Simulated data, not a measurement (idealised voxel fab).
Process module heading - voxel wiring stack
Pictured: cross-section cut, 290 nm wide, on a grid of 5 nm square cells.
Throughout this document, each cross-section is represented as a grid of square cells and is presented as a sequence of bands enumerated from the top downward, where a band comprises one or more rows of cells.
Look at the band entry: it leads with the top's height and the bottom's height in nm. Then it lists the materials left to right, with a width in nm for each. The word "all across" on a single material says that material fills the band edge to edge. The word "blank" is empty space.
A quick word on heights: they are counted from 0, and under that level the wafer as it came to us is one material throughout. The lowest band is different from the rest in having no bottom; it simply continues downward, written as in "0 -> down".
A two-number width, for instance "30 to 40", indicates that the width is equal to the first number in the top row of the band and to the second number in the bottom row, and that it changes by a constant amount per row of cells.
No cell of the cross-section changed in a step that is given as "nothing different".
"Voids, enclosed": sealed empty spaces, 8 cells or more, no open way to top, listed width x height at distance, with distance from the left edge and width, height and distance in nm.
That trailing text on a step's line, after the settings, is the simulator's own remark on the step.
"overlay nm", when on a step's line for a step with a mask, measures how far to the right of its planned place the mask lay; a negative measure means to the left.
Heads up before you read on: it's before/after pairs around one process step each, after side only down to the lowest band that changed, step plus settings under the pair. Pairs can be from different runs of this module, same starting wafer, so only chain a pair onto the one above if its "Prior state" entry says so.

**Prior state**
  150 -> 135: aC=85 | blank=20 | aC=30 | blank=20 | aC=30 | blank=20 | aC=85
  135 -> 120: lowk=85 | blank=20 | lowk=30 | blank=20 | lowk=30 | blank=20 | lowk=85
  120 -> 115: SiN all across
  115 -> 105: lowk=85 | Ru=15 | lowk=35 | Ru=15 | lowk=35 | Ru=15 | lowk=90
  105 -> 100: SiCN=85 | Ru=15 | SiCN=35 | Ru=15 | SiCN=35 | Ru=15 | SiCN=90
  100 -> 85: lowk=85 | TiN=5 | Ru=10 | TiN=5 | lowk=30 | TiN=5 | Ru=10 | TiN=5 | lowk=30 | TiN=5 | Ru=10 | TiN=5 | lowk=85
  85 -> 80: lowk=85 | TiN=5 | Ru=5 | TiN=10 | lowk=30 | TiN=20 | lowk=30 | TiN=5 | Ru=5 | TiN=10 | lowk=85
  80 -> 70: lowk=85 | TiN=5 | Ru=5 | TiN=5 | lowk=85 | TiN=5 | Ru=5 | TiN=5 | lowk=90
  70 -> 65: SiCN=85 | TiN=15 | SiCN=85 | TiN=15 | SiCN=90
  65 -> 55: SiO2=85 | TiN=5 | Ru=20 | TiN=5 | SiO2=30 | TiN=5 | Ru=10 | TiN=5 | SiO2=20 | TiN=5 | Ru=20 | TiN=5 | SiO2=75
  55 -> 50: SiO2=85 | TiN=5 | Ru=5 | TiN=20 | SiO2=30 | TiN=20 | SiO2=20 | TiN=5 | Ru=5 | TiN=20 | SiO2=75
  50 -> 45: SiO2=85 | TiN=5 | Ru=5 | TiN=5 | SiO2=85 | TiN=5 | Ru=5 | TiN=5 | SiO2=90
  45 -> 40: SiO2=85 | TiN=15 | SiO2=85 | TiN=15 | SiO2=90
  40 -> 35: SiCN=95 | TiN=5 | SiCN=95 | TiN=5 | SiCN=90
  35 -> 20: SiO2=85 | TiN=5 | Cu=10 | TiN=5 | SiO2=30 | TiN=5 | Cu=10 | TiN=5 | SiO2=30 | TiN=5 | Cu=10 | TiN=5 | SiO2=85
  20 -> 15: SiN=85 | TiN=20 | SiN=30 | TiN=20 | SiN=30 | TiN=20 | SiN=85
  15 -> 0: SiO2 all across
  0 -> down: Si all across
  Voids, enclosed: none

**Result of Step**
  150 -> 135: aC=85 | blank=20 | aC=30 | blank=20 | aC=30 | blank=20 | aC=85
  135 -> 120: lowk=85 | blank=20 | lowk=30 | blank=20 | lowk=30 | blank=20 | lowk=85
  120 -> 115: SiN=85 | blank=20 | SiN=30 | blank=20 | SiN=30 | blank=20 | SiN=85
  Heights below 115 show no change.
  Voids, enclosed: none
Step between the pre-process and post-process cross-sections given above: DIRECTIONAL_ETCH | etch materials SiN | depth nm 5

Prior state: This step starts from the configuration shown after the step in the pair immediately above.

**Result of Step**
  135 -> 120: lowk=85 | blank=20 | lowk=30 | blank=20 | lowk=30 | blank=20 | lowk=85
  Heights below 120 show no change.
  Voids, enclosed: none
Step between the pre-process and post-process cross-sections given above: STRIP | etch materials aC

Prior state: This step starts from the configuration shown after the step in the pair immediately above.

**Result of Step**
  140 -> 135: TiN=90 | blank=10 | TiN=40 | blank=10 | TiN=40 | blank=10 | TiN=90
  135 -> 120: lowk=85 | TiN=5 | blank=10 | TiN=5 | lowk=30 | TiN=5 | blank=10 | TiN=5 | lowk=30 | TiN=5 | blank=10 | TiN=5 | lowk=85
  120 -> 115: SiN=85 | TiN=20 | SiN=30 | TiN=20 | SiN=30 | TiN=20 | SiN=85
  Heights below 115 show no change.
  Voids, enclosed: none
Step between the pre-process and post-process cross-sections given above: CONFORMAL_DEP | material TiN | thk nm 5

Prior state: This step starts from the configuration shown after the step in the pair immediately above.

**Result of Step**
  145 -> 140: Ru all across
  140 -> 135: TiN=90 | Ru=10 | TiN=40 | Ru=10 | TiN=40 | Ru=10 | TiN=90
  135 -> 120: lowk=85 | TiN=5 | Ru=10 | TiN=5 | lowk=30 | TiN=5 | Ru=10 | TiN=5 | lowk=30 | TiN=5 | Ru=10 | TiN=5 | lowk=85
  Heights below 120 show no change.
  Voids, enclosed: none
Step between the pre-process and post-process cross-sections given above: FILL_DEP | material Ru | thk nm 5

Prior state: This step starts from the configuration shown after the step in the pair immediately above.

**Result of Step**
  135 -> 120: lowk=85 | TiN=5 | Ru=10 | TiN=5 | lowk=30 | TiN=5 | Ru=10 | TiN=5 | lowk=30 | TiN=5 | Ru=10 | TiN=5 | lowk=85
  Heights below 120 show no change.
  Voids, enclosed: none
Step between the pre-process and post-process cross-sections given above: CMP | height nm 135

Prior state: This step starts from the configuration shown after the step in the pair immediately above.

**Result of Step**
  140 -> 135: blank=80 | Ru=30 | blank=20 | Ru=30 | blank=20 | Ru=30 | blank=80
  Heights below 135 show no change.
  Voids, enclosed: none
Step between the pre-process and post-process cross-sections given above: EPI | material Ru | thk nm 5

Prior state: This step starts from the configuration shown after the step in the pair immediately above.

**Result of Step**
  145 -> 140: SiCN all across
  140 -> 135: SiCN=80 | Ru=30 | SiCN=20 | Ru=30 | SiCN=20 | Ru=30 | SiCN=80
  Heights below 135 show no change.
  Voids, enclosed: none
Step between the pre-process and post-process cross-sections given above: FILL_DEP | material SiCN | thk nm 5

**Prior state**
  15 -> 0: SiO2 all across
  0 -> down: Si all across
  Voids, enclosed: none

**Result of Step**
  20 -> 15: TiN all across
  Heights below 15 show no change.
  Voids, enclosed: none
Step between the pre-process and post-process cross-sections given above: CONFORMAL_DEP | material TiN | thk nm 5

Prior state: This step starts from the configuration shown after the step in the pair immediately above.

**Result of Step**
  35 -> 20: SiO2 all across
  Heights below 20 show no change.
  Voids, enclosed: none
Step between the pre-process and post-process cross-sections given above: DIRECTIONAL_DEP | material SiO2 | thk nm 15

Prior state: This step starts from the configuration shown after the step in the pair immediately above.

**Result of Step**
  55 -> 35: resist=85 | blank=20 | resist=30 | blank=20 | resist=30 | blank=20 | resist=85
  Heights below 35 show no change.
  Voids, enclosed: none
Step between the pre-process and post-process cross-sections given above: PATTERN | tone open | mask id METAL_1 | material resist | width nm 20 | pitch nm 50 | thk nm 20 | overlay nm 0

Prior state: This step starts from the configuration shown after the step in the pair immediately above.

**Result of Step**
  55 -> 35: resist=85 | blank=20 | resist=30 | blank=20 | resist=30 | blank=20 | resist=85
  35 -> 20: SiO2=85 | blank=20 | SiO2=30 | blank=20 | SiO2=30 | blank=20 | SiO2=85
  Heights below 20 show no change.
  Voids, enclosed: none
Step between the pre-process and post-process cross-sections given above: DIRECTIONAL_ETCH | etch materials SiO2 | depth nm 15

Prior state: This step starts from the configuration shown after the step in the pair immediately above.

**Result of Step**
  35 -> 20: SiO2=85 | blank=20 | SiO2=30 | blank=20 | SiO2=30 | blank=20 | SiO2=85
  Heights below 20 show no change.
  Voids, enclosed: none
Step between the pre-process and post-process cross-sections given above: STRIP | etch materials resist

Prior state: This step starts from the configuration shown after the step in the pair immediately above.

**Result of Step**
  40 -> 35: TiN=90 | blank=10 | TiN=40 | blank=10 | TiN=40 | blank=10 | TiN=90
  35 -> 25: SiO2=85 | TiN=5 | blank=10 | TiN=5 | SiO2=30 | TiN=5 | blank=10 | TiN=5 | SiO2=30 | TiN=5 | blank=10 | TiN=5 | SiO2=85
  25 -> 20: SiO2=85 | TiN=20 | SiO2=30 | TiN=20 | SiO2=30 | TiN=20 | SiO2=85
  Heights below 20 show no change.
  Voids, enclosed: none
Step between the pre-process and post-process cross-sections given above: CONFORMAL_DEP | material TiN | thk nm 5

Prior state: This step starts from the configuration shown after the step in the pair immediately above.

**Result of Step**
  45 -> 40: Cu all across
  40 -> 35: TiN=90 | Cu=10 | TiN=40 | Cu=10 | TiN=40 | Cu=10 | TiN=90
  35 -> 25: SiO2=85 | TiN=5 | Cu=10 | TiN=5 | SiO2=30 | TiN=5 | Cu=10 | TiN=5 | SiO2=30 | TiN=5 | Cu=10 | TiN=5 | SiO2=85
  Heights below 25 show no change.
  Voids, enclosed: none
Step between the pre-process and post-process cross-sections given above: FILL_DEP | material Cu | thk nm 5

Prior state: This step starts from the configuration shown after the step in the pair immediately above.

**Result of Step**
  35 -> 25: SiO2=85 | TiN=5 | Cu=10 | TiN=5 | SiO2=30 | TiN=5 | Cu=10 | TiN=5 | SiO2=30 | TiN=5 | Cu=10 | TiN=5 | SiO2=85
  Heights below 25 show no change.
  Voids, enclosed: none
Step between the pre-process and post-process cross-sections given above: CMP | height nm 35

Prior state: This step starts from the configuration shown after the step in the pair immediately above.

**Result of Step**
  40 -> 35: SiCN all across
  Heights below 35 show no change.
  Voids, enclosed: none
Step between the pre-process and post-process cross-sections given above: CONFORMAL_DEP | material SiCN | thk nm 5

Prior state: This step starts from the configuration shown after the step in the pair immediately above.

**Result of Step**
  65 -> 40: SiO2 all across
  Heights below 40 show no change.
  Voids, enclosed: none
Step between the pre-process and post-process cross-sections given above: DIRECTIONAL_DEP | material SiO2 | thk nm 25

Prior state: This step starts from the configuration shown after the step in the pair immediately above.

**Result of Step**
  80 -> 65: aC all across
  Heights below 65 show no change.
  Voids, enclosed: none
Step between the pre-process and post-process cross-sections given above: DIRECTIONAL_DEP | material aC | thk nm 15

Prior state: This step starts from the configuration shown after the step in the pair immediately above.

**Result of Step**
  115 -> 80: resist=85 | blank=15 | resist=85 | blank=15 | resist=90
  Heights below 80 show no change.
  Voids, enclosed: none
Step between the pre-process and post-process cross-sections given above: PATTERN | tone open | mask id METAL_2_HOLES | material resist | width nm 15 | pitch nm 100 | thk nm 35 | overlay nm 0

Prior state: This step starts from the configuration shown after the step in the pair immediately above.

**Result of Step**
  100 -> 80: resist=85 | blank=15 | resist=85 | blank=15 | resist=90
  80 -> 65: aC=85 | blank=15 | aC=85 | blank=15 | aC=90
  Heights below 65 show no change.
  Voids, enclosed: none
Step between the pre-process and post-process cross-sections given above: DIRECTIONAL_ETCH | etch materials aC | depth nm 15

Prior state: This step starts from the configuration shown after the step in the pair immediately above.

**Result of Step**
  80 -> 65: aC=85 | blank=15 | aC=85 | blank=15 | aC=90
  Heights below 65 show no change.
  Voids, enclosed: none
Step between the pre-process and post-process cross-sections given above: STRIP | etch materials resist

Prior state: This step starts from the configuration shown after the step in the pair immediately above.

**Result of Step**
  80 -> 65: aC=85 | blank=15 | aC=85 | blank=15 | aC=90
  65 -> 40: SiO2=85 | blank=15 | SiO2=85 | blank=15 | SiO2=90
  Heights below 40 show no change.
  Voids, enclosed: none
Step between the pre-process and post-process cross-sections given above: DIRECTIONAL_ETCH | etch materials SiO2 | depth nm 25

Prior state: This step starts from the configuration shown after the step in the pair immediately above.

**Result of Step**
  65 -> 40: SiO2=85 | blank=15 | SiO2=85 | blank=15 | SiO2=90
  Heights below 40 show no change.
  Voids, enclosed: none
Step between the pre-process and post-process cross-sections given above: STRIP | etch materials aC

Prior state: This step starts from the configuration shown after the step in the pair immediately above.

**Result of Step**
  80 -> 65: resist=85 | blank=20 | resist=30 | blank=20 | resist=30 | blank=20 | resist=85
  Heights below 65 show no change.
  Voids, enclosed: none
Step between the pre-process and post-process cross-sections given above: PATTERN | tone open | mask id METAL_2 | material resist | width nm 20 | pitch nm 50 | thk nm 15 | overlay nm 0

Prior state: This step starts from the configuration shown after the step in the pair immediately above.

**Result of Step**
  80 -> 65: resist=85 | blank=20 | resist=30 | blank=20 | resist=30 | blank=20 | resist=85
  65 -> 50: SiO2=85 | blank=20 | SiO2=30 | blank=20 | SiO2=30 | blank=20 | SiO2=85
  Heights below 50 show no change.
  Voids, enclosed: none
Step between the pre-process and post-process cross-sections given above: DIRECTIONAL_ETCH | etch materials SiO2 | depth nm 15

Prior state: This step starts from the configuration shown after the step in the pair immediately above.

**Result of Step**
  80 -> 65: resist=85 | blank=20 | resist=30 | blank=20 | resist=30 | blank=20 | resist=85
  65 -> 50: SiO2=85 | blank=20 | SiO2=30 | blank=20 | SiO2=30 | blank=20 | SiO2=85
  50 -> 40: SiO2=85 | blank=15 | SiO2=85 | blank=15 | SiO2=90
  40 -> 35: SiCN=85 | blank=15 | SiCN=85 | blank=15 | SiCN=90
  Heights below 35 show no change.
  Voids, enclosed: none
Step between the pre-process and post-process cross-sections given above: DIRECTIONAL_ETCH | etch materials SiCN | depth nm 5

Prior state: This step starts from the configuration shown after the step in the pair immediately above.

**Result of Step**
  65 -> 50: SiO2=85 | blank=20 | SiO2=30 | blank=20 | SiO2=30 | blank=20 | SiO2=85
  Heights below 50 show no change.
  Voids, enclosed: none
Step between the pre-process and post-process cross-sections given above: STRIP | etch materials resist

Prior state: This step starts from the configuration shown after the step in the pair immediately above.

**Result of Step**
  70 -> 65: TiN=90 | blank=10 | TiN=40 | blank=10 | TiN=40 | blank=10 | TiN=90
  65 -> 55: SiO2=85 | TiN=5 | blank=10 | TiN=5 | SiO2=30 | TiN=5 | blank=10 | TiN=5 | SiO2=30 | TiN=5 | blank=10 | TiN=5 | SiO2=85
  55 -> 50: SiO2=85 | TiN=5 | blank=5 | TiN=10 | SiO2=30 | TiN=20 | SiO2=30 | TiN=5 | blank=5 | TiN=10 | SiO2=85
  50 -> 40: SiO2=85 | TiN=5 | blank=5 | TiN=5 | SiO2=85 | TiN=5 | blank=5 | TiN=5 | SiO2=90
  40 -> 35: SiCN=85 | TiN=15 | SiCN=85 | TiN=15 | SiCN=90
  Heights below 35 show no change.
  Voids, enclosed: none
Step between the pre-process and post-process cross-sections given above: CONFORMAL_DEP | material TiN | thk nm 5

Prior state: This step starts from the configuration shown after the step in the pair immediately above.

**Result of Step**
  80 -> 70: Ru all across
  70 -> 65: TiN=90 | Ru=10 | TiN=40 | Ru=10 | TiN=40 | Ru=10 | TiN=90
  65 -> 55: SiO2=85 | TiN=5 | Ru=10 | TiN=5 | SiO2=30 | TiN=5 | Ru=10 | TiN=5 | SiO2=30 | TiN=5 | Ru=10 | TiN=5 | SiO2=85
  55 -> 50: SiO2=85 | TiN=5 | Ru=5 | TiN=10 | SiO2=30 | TiN=20 | SiO2=30 | TiN=5 | Ru=5 | TiN=10 | SiO2=85
  50 -> 40: SiO2=85 | TiN=5 | Ru=5 | TiN=5 | SiO2=85 | TiN=5 | Ru=5 | TiN=5 | SiO2=90
  Heights below 40 show no change.
  Voids, enclosed: none
Step between the pre-process and post-process cross-sections given above: FILL_DEP | material Ru | thk nm 10

Prior state: This step starts from the configuration shown after the step in the pair immediately above.

**Result of Step**
  65 -> 55: SiO2=85 | TiN=5 | Ru=10 | TiN=5 | SiO2=30 | TiN=5 | Ru=10 | TiN=5 | SiO2=30 | TiN=5 | Ru=10 | TiN=5 | SiO2=85
  Heights below 55 show no change.
  Voids, enclosed: none
Step between the pre-process and post-process cross-sections given above: CMP | height nm 65

Prior state: This step starts from the configuration shown after the step in the pair immediately above.

**Result of Step**
  70 -> 65: SiCN all across
  Heights below 65 show no change.
  Voids, enclosed: none
Step between the pre-process and post-process cross-sections given above: CONFORMAL_DEP | material SiCN | thk nm 5

Prior state: This step starts from the configuration shown after the step in the pair immediately above.

**Result of Step**
  100 -> 70: lowk all across
  Heights below 70 show no change.
  Voids, enclosed: none
Step between the pre-process and post-process cross-sections given above: DIRECTIONAL_DEP | material lowk | thk nm 30

Prior state: This step starts from the configuration shown after the step in the pair immediately above.

**Result of Step**
  120 -> 100: resist=85 | blank=15 | resist=85 | blank=15 | resist=90
  Heights below 100 show no change.
  Voids, enclosed: none
Step between the pre-process and post-process cross-sections given above: PATTERN | tone open | mask id METAL_3_HOLES | material resist | width nm 15 | pitch nm 100 | thk nm 20 | overlay nm 0

Prior state: This step starts from the configuration shown after the step in the pair immediately above.

**Result of Step**
  120 -> 100: resist=85 | blank=15 | resist=85 | blank=15 | resist=90
  100 -> 70: lowk=85 | blank=15 | lowk=85 | blank=15 | lowk=90
  Heights below 70 show no change.
  Voids, enclosed: none
Step between the pre-process and post-process cross-sections given above: DIRECTIONAL_ETCH | etch materials lowk | depth nm 30

Prior state: This step starts from the configuration shown after the step in the pair immediately above.

**Result of Step**
  100 -> 70: lowk=85 | blank=15 | lowk=85 | blank=15 | lowk=90
  Heights below 70 show no change.
  Voids, enclosed: none
Step between the pre-process and post-process cross-sections given above: STRIP | etch materials resist

Prior state: This step starts from the configuration shown after the step in the pair immediately above.

**Result of Step**
  100 -> 80: lowk=85 | blank=20 | lowk=30 | blank=20 | lowk=30 | blank=20 | lowk=85
  Heights below 80 show no change.
  Voids, enclosed: none
Step between the pre-process and post-process cross-sections given above: MASKED_ETCH | tone open | mask id METAL_3 | width nm 20 | pitch nm 50 | etch materials lowk | depth nm 20 | overlay nm 0

Prior state: This step starts from the configuration shown after the step in the pair immediately above.

**Result of Step**
  100 -> 80: lowk=85 | blank=20 | lowk=30 | blank=20 | lowk=30 | blank=20 | lowk=85
  80 -> 70: lowk=85 | blank=15 | lowk=85 | blank=15 | lowk=90
  70 -> 65: SiCN=85 | blank=15 | SiCN=85 | blank=15 | SiCN=90
  Heights below 65 show no change.
  Voids, enclosed: none
Step between the pre-process and post-process cross-sections given above: MASKED_ETCH | tone open | mask id METAL_3 | width nm 20 | pitch nm 50 | etch materials SiCN | depth nm 5 | overlay nm 0

Prior state: This step starts from the configuration shown after the step in the pair immediately above.

**Result of Step**
  105 -> 100: TiN=90 | blank=10 | TiN=40 | blank=10 | TiN=40 | blank=10 | TiN=90
  100 -> 85: lowk=85 | TiN=5 | blank=10 | TiN=5 | lowk=30 | TiN=5 | blank=10 | TiN=5 | lowk=30 | TiN=5 | blank=10 | TiN=5 | lowk=85
  85 -> 80: lowk=85 | TiN=5 | blank=5 | TiN=10 | lowk=30 | TiN=20 | lowk=30 | TiN=5 | blank=5 | TiN=10 | lowk=85
  80 -> 70: lowk=85 | TiN=5 | blank=5 | TiN=5 | lowk=85 | TiN=5 | blank=5 | TiN=5 | lowk=90
  70 -> 65: SiCN=85 | TiN=15 | SiCN=85 | TiN=15 | SiCN=90
  Heights below 65 show no change.
  Voids, enclosed: none
Step between the pre-process and post-process cross-sections given above: CONFORMAL_DEP | material TiN | thk nm 5

Prior state: This step starts from the configuration shown after the step in the pair immediately above.

**Result of Step**
  115 -> 105: Ru all across
  105 -> 100: TiN=90 | Ru=10 | TiN=40 | Ru=10 | TiN=40 | Ru=10 | TiN=90
  100 -> 85: lowk=85 | TiN=5 | Ru=10 | TiN=5 | lowk=30 | TiN=5 | Ru=10 | TiN=5 | lowk=30 | TiN=5 | Ru=10 | TiN=5 | lowk=85
  85 -> 80: lowk=85 | TiN=5 | Ru=5 | TiN=10 | lowk=30 | TiN=20 | lowk=30 | TiN=5 | Ru=5 | TiN=10 | lowk=85
  80 -> 70: lowk=85 | TiN=5 | Ru=5 | TiN=5 | lowk=85 | TiN=5 | Ru=5 | TiN=5 | lowk=90
  Heights below 70 show no change.
  Voids, enclosed: none
Step between the pre-process and post-process cross-sections given above: FILL_DEP | material Ru | thk nm 10

Prior state: This step starts from the configuration shown after the step in the pair immediately above.

**Result of Step**
  100 -> 85: lowk=85 | TiN=5 | Ru=10 | TiN=5 | lowk=30 | TiN=5 | Ru=10 | TiN=5 | lowk=30 | TiN=5 | Ru=10 | TiN=5 | lowk=85
  Heights below 85 show no change.
  Voids, enclosed: none
Step between the pre-process and post-process cross-sections given above: CMP | height nm 100

Prior state: This step starts from the configuration shown after the step in the pair immediately above.

**Result of Step**
  105 -> 100: SiCN all across
  Heights below 100 show no change.
  Voids, enclosed: none
Step between the pre-process and post-process cross-sections given above: CONFORMAL_DEP | material SiCN | thk nm 5

Prior state: This step starts from the configuration shown after the step in the pair immediately above.

**Result of Step**
  115 -> 105: lowk all across
  Heights below 105 show no change.
  Voids, enclosed: none
Step between the pre-process and post-process cross-sections given above: DIRECTIONAL_DEP | material lowk | thk nm 10

Prior state: This step starts from the configuration shown after the step in the pair immediately above.

**Result of Step**
  115 -> 105: lowk=85 | blank=15 | lowk=35 | blank=15 | lowk=35 | blank=15 | lowk=90
  Heights below 105 show no change.
  Voids, enclosed: none
Step between the pre-process and post-process cross-sections given above: MASKED_ETCH | tone open | mask id PLUG_3 | width nm 15 | pitch nm 50 | etch materials lowk | depth nm 10 | overlay nm 0

Prior state: This step starts from the configuration shown after the step in the pair immediately above.

**Result of Step**
  115 -> 105: lowk=85 | blank=15 | lowk=35 | blank=15 | lowk=35 | blank=15 | lowk=90
  105 -> 100: SiCN=85 | blank=15 | SiCN=35 | blank=15 | SiCN=35 | blank=15 | SiCN=90
  Heights below 100 show no change.
  Voids, enclosed: none
Step between the pre-process and post-process cross-sections given above: MASKED_ETCH | tone open | mask id PLUG_3 | width nm 15 | pitch nm 50 | etch materials SiCN | depth nm 5 | overlay nm 0

Prior state: This step starts from the configuration shown after the step in the pair immediately above.

**Result of Step**
  115 -> 110: lowk=85 | blank=15 | lowk=35 | blank=15 | lowk=35 | blank=15 | lowk=90
  110 -> 105: lowk=85 | Ru=15 | lowk=35 | Ru=15 | lowk=35 | Ru=15 | lowk=90
  105 -> 100: SiCN=85 | Ru=15 | SiCN=35 | Ru=15 | SiCN=35 | Ru=15 | SiCN=90
  Heights below 100 show no change.
  Voids, enclosed: none
Step between the pre-process and post-process cross-sections given above: EPI | material Ru | thk nm 10

Prior state: This step starts from the configuration shown after the step in the pair immediately above.

**Result of Step**
  115 -> 105: lowk=85 | Ru=15 | lowk=35 | Ru=15 | lowk=35 | Ru=15 | lowk=90
  Heights below 105 show no change.
  Voids, enclosed: none
Step between the pre-process and post-process cross-sections given above: EPI | material Ru | thk nm 5

Prior state: This step starts from the configuration shown after the step in the pair immediately above.

**Result of Step**
  120 -> 115: SiN all across
  Heights below 115 show no change.
  Voids, enclosed: none
Step between the pre-process and post-process cross-sections given above: CONFORMAL_DEP | material SiN | thk nm 5

Prior state: This step starts from the configuration shown after the step in the pair immediately above.

**Result of Step**
  135 -> 120: lowk all across
  Heights below 120 show no change.
  Voids, enclosed: none
Step between the pre-process and post-process cross-sections given above: DIRECTIONAL_DEP | material lowk | thk nm 15

Prior state: This step starts from the configuration shown after the step in the pair immediately above.

**Result of Step**
  150 -> 135: aC all across
  Heights below 135 show no change.
  Voids, enclosed: none
Step between the pre-process and post-process cross-sections given above: DIRECTIONAL_DEP | material aC | thk nm 15

Prior state: This step starts from the configuration shown after the step in the pair immediately above.

**Result of Step**
  185 -> 150: resist=85 | blank=20 | resist=30 | blank=20 | resist=30 | blank=20 | resist=85
  Heights below 150 show no change.
  Voids, enclosed: none
Step between the pre-process and post-process cross-sections given above: PATTERN | tone open | mask id METAL_4 | material resist | width nm 20 | pitch nm 50 | thk nm 35 | overlay nm 0

Prior state: This step starts from the configuration shown after the step in the pair immediately above.

**Result of Step**
  170 -> 150: resist=85 | blank=20 | resist=30 | blank=20 | resist=30 | blank=20 | resist=85
  150 -> 135: aC=85 | blank=20 | aC=30 | blank=20 | aC=30 | blank=20 | aC=85
  Heights below 135 show no change.
  Voids, enclosed: none
Step between the pre-process and post-process cross-sections given above: DIRECTIONAL_ETCH | etch materials aC | depth nm 15

Prior state: This step starts from the configuration shown after the step in the pair immediately above.

**Result of Step**
  150 -> 135: aC=85 | blank=20 | aC=30 | blank=20 | aC=30 | blank=20 | aC=85
  Heights below 135 show no change.
  Voids, enclosed: none
Step between the pre-process and post-process cross-sections given above: STRIP | etch materials resist

Prior state: This step starts from the configuration shown after the step in the pair immediately above.

**Result of Step**
  150 -> 135: aC=85 | blank=20 | aC=30 | blank=20 | aC=30 | blank=20 | aC=85
  135 -> 120: lowk=85 | blank=20 | lowk=30 | blank=20 | lowk=30 | blank=20 | lowk=85
  Heights below 120 show no change.
  Voids, enclosed: none
Step between the pre-process and post-process cross-sections given above: DIRECTIONAL_ETCH | etch materials lowk | depth nm 15

Prior state: This step starts from the configuration shown after the step in the pair immediately above.

**Result of Step**
  150 -> 135: aC=85 | blank=20 | aC=30 | blank=20 | aC=30 | blank=20 | aC=85
  135 -> 120: lowk=85 | blank=20 | lowk=30 | blank=20 | lowk=30 | blank=20 | lowk=85
  120 -> 115: SiN=85 | blank=20 | SiN=30 | blank=20 | SiN=30 | blank=20 | SiN=85
  Heights below 115 show no change.
  Voids, enclosed: none
Step between the pre-process and post-process cross-sections given above: DIRECTIONAL_ETCH | etch materials SiN | depth nm 5

Prior state: This step starts from the configuration shown after the step in the pair immediately above.

**Result of Step**
  135 -> 120: lowk=85 | blank=20 | lowk=30 | blank=20 | lowk=30 | blank=20 | lowk=85
  Heights below 120 show no change.
  Voids, enclosed: none
Step between the pre-process and post-process cross-sections given above: STRIP | etch materials aC

Prior state: This step starts from the configuration shown after the step in the pair immediately above.

**Result of Step**
  140 -> 135: TiN=90 | blank=10 | TiN=40 | blank=10 | TiN=40 | blank=10 | TiN=90
  135 -> 120: lowk=85 | TiN=5 | blank=10 | TiN=5 | lowk=30 | TiN=5 | blank=10 | TiN=5 | lowk=30 | TiN=5 | blank=10 | TiN=5 | lowk=85
  120 -> 115: SiN=85 | TiN=20 | SiN=30 | TiN=20 | SiN=30 | TiN=20 | SiN=85
  Heights below 115 show no change.
  Voids, enclosed: none
Step between the pre-process and post-process cross-sections given above: CONFORMAL_DEP | material TiN | thk nm 5

Prior state: This step starts from the configuration shown after the step in the pair immediately above.

**Result of Step**
  145 -> 140: Ru all across
  140 -> 135: TiN=90 | Ru=10 | TiN=40 | Ru=10 | TiN=40 | Ru=10 | TiN=90
  135 -> 120: lowk=85 | TiN=5 | Ru=10 | TiN=5 | lowk=30 | TiN=5 | Ru=10 | TiN=5 | lowk=30 | TiN=5 | Ru=10 | TiN=5 | lowk=85
  Heights below 120 show no change.
  Voids, enclosed: none
Step between the pre-process and post-process cross-sections given above: FILL_DEP | material Ru | thk nm 5

Prior state: This step starts from the configuration shown after the step in the pair immediately above.

**Result of Step**
  135 -> 120: lowk=85 | TiN=5 | Ru=10 | TiN=5 | lowk=30 | TiN=5 | Ru=10 | TiN=5 | lowk=30 | TiN=5 | Ru=10 | TiN=5 | lowk=85
  Heights below 120 show no change.
  Voids, enclosed: none
Step between the pre-process and post-process cross-sections given above: CMP | height nm 135

Prior state: This step starts from the configuration shown after the step in the pair immediately above.

**Result of Step**
  140 -> 135: blank=80 | Ru=30 | blank=20 | Ru=30 | blank=20 | Ru=30 | blank=80
  Heights below 135 show no change.
  Voids, enclosed: none
Step between the pre-process and post-process cross-sections given above: EPI | material Ru | thk nm 5

Prior state: This step starts from the configuration shown after the step in the pair immediately above.

**Result of Step**
  145 -> 140: SiCN all across
  140 -> 135: SiCN=80 | Ru=30 | SiCN=20 | Ru=30 | SiCN=20 | Ru=30 | SiCN=80
  Heights below 135 show no change.
  Voids, enclosed: none
Step between the pre-process and post-process cross-sections given above: FILL_DEP | material SiCN | thk nm 5

**Prior state**
  65 -> 40: SiO2=85 | blank=15 | SiO2=85 | blank=15 | SiO2=90
  40 -> 35: SiCN all across
  35 -> 20: SiO2=85 | TiN=5 | Cu=10 | TiN=5 | SiO2=30 | TiN=5 | Cu=10 | TiN=5 | SiO2=30 | TiN=5 | Cu=10 | TiN=5 | SiO2=85
  20 -> 15: SiN=85 | TiN=20 | SiN=30 | TiN=20 | SiN=30 | TiN=20 | SiN=85
  15 -> 0: SiO2 all across
  0 -> down: Si all across
  Voids, enclosed: none

**Result of Step**
  80 -> 65: blank=85 | resist=20 | blank=30 | resist=20 | blank=30 | resist=20 | blank=85
  65 -> 40: SiO2=85 | resist=15 | SiO2=85 | resist=15 | SiO2=90
  Heights below 40 show no change.
  Voids, enclosed: none
Step between the pre-process and post-process cross-sections given above: PATTERN | tone cover | mask id METAL_2 | material resist | width nm 20 | pitch nm 50 | thk nm 15 | overlay nm 0

Prior state: This step starts from the configuration shown after the step in the pair immediately above.

**Result of Step**
  80 -> 65: blank=85 | resist=20 | blank=30 | resist=20 | blank=30 | resist=20 | blank=85
  65 -> 50: blank=85 | resist=15 | SiO2=5 | blank=30 | SiO2=20 | blank=30 | resist=15 | SiO2=5 | blank=85
  Heights below 50 show no change.
  Voids, enclosed: none
Step between the pre-process and post-process cross-sections given above: DIRECTIONAL_ETCH | etch materials SiO2 | depth nm 15

Prior state: This step starts from the configuration shown after the step in the pair immediately above.

**Result of Step**
  65 -> 50: blank=100 | SiO2=5 | blank=30 | SiO2=20 | blank=45 | SiO2=5 | blank=85
  50 -> 40: SiO2=85 | blank=15 | SiO2=85 | blank=15 | SiO2=90
  Heights below 40 show no change.
  Voids, enclosed: none
Step between the pre-process and post-process cross-sections given above: STRIP | etch materials resist
